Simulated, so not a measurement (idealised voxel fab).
The following is a process module called voxel self aligned contacts.
We display cut, a cross-section 180 nm in width whose square cells are each 5 nm.
Think of the cross-section as a grid of square cells. We describe it in bands, top to bottom, and each band covers one or more rows of those cells. It is stipulated that each band's entry specify, in nanometres, the height of the top of the band and then that of its bottom, followed by the materials of the band in left-to-right sequence, each together with its width in nanometres. A single material marked by the word "all across" is understood to fill the band from edge to edge; the word "blank" is understood to denote empty space. Height 0 is the level under which the wafer as received is all one material. The lowest band goes on downwards, as in "top 0, no bottom". A width such as "30 to 40" changes by the same amount from each row of cells to the next, from the band's top row to its bottom row. "no alteration" for a step: no cell of the cross-section changed in that step. "Closed void table" - sealed voids, min. 8 cells, no opening to top; format: width x height at distance (distance from left edge; nm throughout). That trailing text on a step's line, after the settings, is the simulator's own remark on the step. On any step carrying a mask, the "overlay nm" setting, if present on the step's line, tells how far right of its planned place the mask lay; negative values point to the left.
plan
step 1: RECEIVE, material Si
step 2: OXIDIZE, depth nm 5
step 3: DIRECTIONAL_DEP, material polySi, thk nm 20
step 4: DIRECTIONAL_DEP, material SiN, thk nm 15
step 5: DIRECTIONAL_DEP, material aC, thk nm 10
step 6: PATTERN, tone cover, mask id GATE, material resist, width nm 25, pitch nm 50, thk nm 25, overlay nm 0
step 7: DIRECTIONAL_ETCH, etch materials aC, depth nm 10
step 8: STRIP, etch materials resist
step 9: DIRECTIONAL_ETCH, etch materials SiN, depth nm 15
step 10: DIRECTIONAL_ETCH, etch materials polySi, depth nm 20
step 11: STRIP, etch materials aC
step 12: CONFORMAL_DEP, material SiN, thk nm 5
step 13: DIRECTIONAL_ETCH, etch materials SiN, depth nm 5
step 14: FILL_DEP, material SiO2, thk nm 10
step 15: CMP, height nm 40
step 16: PATTERN, tone open, mask id CONTACT, material resist, width nm 35, thk nm 15, overlay nm 0
step 17: DIRECTIONAL_ETCH, etch materials SiO2, depth nm 45
step 18: STRIP, etch materials resist
step 19: CONFORMAL_DEP, material TiN, thk nm 5
step 20: FILL_DEP, material Ru, thk nm 10
step 21: CMP, height nm 40
step 22: CONFORMAL_DEP, material SiN, thk nm 5
As-received state of the wafer in cross-section, equivalent to post-step 1
* top 0, no bottom: Si all across
* Closed void table: none
Final cross-section, module run with one mistake (start and plan as above)
* top 45, bottom 40: SiN all across
* top 40, bottom 35: SiO2: 70; TiN: 10; Ru: 15; TiN: 10; SiO2: 75
* top 35, bottom 20: SiO2: 50; SiN: 25; TiN: 5; Ru: 15; TiN: 5; SiN: 25; SiO2: 55
* top 20, bottom 0: SiO2: 50; SiN: 5; polySi: 15; SiN: 5; TiN: 5; Ru: 15; TiN: 5; SiN: 5; polySi: 15; SiN: 5; SiO2: 55
* top 0, bottom -5: SiO2: 75; TiN: 25; SiO2: 80
* top -5, no bottom: Si all across
* Closed void table: none
What broke from the plan during processing? for step 6, the planned setting was not used; the step was instead run as PATTERN, tone cover, mask id GATE, material resist, width nm 15, pitch nm 50, thk nm 25, overlay nm 0
